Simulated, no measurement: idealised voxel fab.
A process module follows: voxel released beams.
This is section cut - it's 270 nm across, gridded in 5 nm square cells.
Throughout this document, each cross-section is represented as a grid of square cells and is presented as a sequence of bands enumerated from the top downward, where a band comprises one or more rows of cells.
Top, bottom (nm), then materials left to right with widths (nm); lone material tagged "everywhere" fills the whole band edge to edge; "blank" = empty space.
Below 0: as-received wafer, all one material; heights counted from there. Lowest band: no bottom, goes on down, written "0 down".
Width: "30->40" (first number = top row, second number = bottom row, same change from row to row of cells).
Take "identical to before" at face value: in the step it is given for, the cross-section changed in none of its cells.
For the entry "Closed void roster", the listed items are empty spaces with no open way to the top whose size is 8 cells or more; each item follows the pattern width x height at distance, where distance is from the left edge and all three are in nm.
If you see something after the settings on a step's line, that's the simulator's own remark about that step.
overlay nm: right-of-plan distance of the mask on a masked step; negative values mean left-of-plan.
THE FOLLOWING LIST GIVES THE PLANNED PROCESS STEPS
step 1: RECEIVE [material Si]
step 2: CONFORMAL_DEP [material Al2O3] [thk nm 10]
step 3: DIRECTIONAL_DEP [material SiO2] [thk nm 15]
step 4: MASKED_ETCH [tone open] [mask id ANCHOR] [width nm 30] [etch materials SiO2] [depth nm 15] [overlay nm 0]
step 5: CONFORMAL_DEP [material polySi] [thk nm 10]
step 6: MASKED_ETCH [tone cover] [mask id BEAM] [width nm 105] [etch materials polySi] [depth nm 10] [overlay nm 0]
step 7: STRIP [etch materials SiO2]
Keep in mind the plan's value for the width nm of step 6 comes from the first wafer; the wafers don't share that setting, but they do share the same starting point.
FIRST WAFER AS RECEIVED, AFTER STEP 1
    0 down: Si everywhere
    Closed void roster: none
POST STEP 7, THE CLOSING STEP OF THE MODULE: FIRST OF SEVERAL WAFERS, CROSS-SECTIONED
    35 to 25: blank: 80  polySi: 10  blank: 10  polySi: 85  blank: 85
    25 to 20: blank: 80  polySi: 10  blank: 10  polySi: 10  blank: 160
    20 to 10: blank: 80  polySi: 30  blank: 160
    10 to 0: Al2O3 everywhere
    0 down: Si everywhere
    Closed void roster: none
CROSS-SECTIONAL VIEW, END OF MODULE, LAST WAFER OF SEVERAL
    35 to 25: blank: 70  polySi: 20  blank: 10  polySi: 100  blank: 70
    25 to 20: blank: 80  polySi: 10  blank: 10  polySi: 10  blank: 160
    20 to 10: blank: 80  polySi: 30  blank: 160
    10 to 0: Al2O3 everywhere
    0 down: Si everywhere
    Closed void roster: none
QUICK KEY FOR THE TABLE: A ROW PER WAFER, TAKEN AT THE END OF THE MODULE. FOR EACH MATERIAL IT TELLS YOU HOW MANY CELLS THE WAFER GAINED (+) OR LOST (-) SINCE IT CAME IN, AND THE CLOSED VOIDS COME AFTER
width nm 105 | +108 Al2O3 | +54 polySi | Closed void roster: none
width nm 110 | +108 Al2O3 | +56 polySi | Closed void roster: none
width nm 115 | +108 Al2O3 | +58 polySi | Closed void roster: none
width nm 120 | +108 Al2O3 | +60 polySi | Closed void roster: none
width nm 125 | +108 Al2O3 | +62 polySi | Closed void roster: none
width nm 130 | +108 Al2O3 | +64 polySi | Closed void roster: none
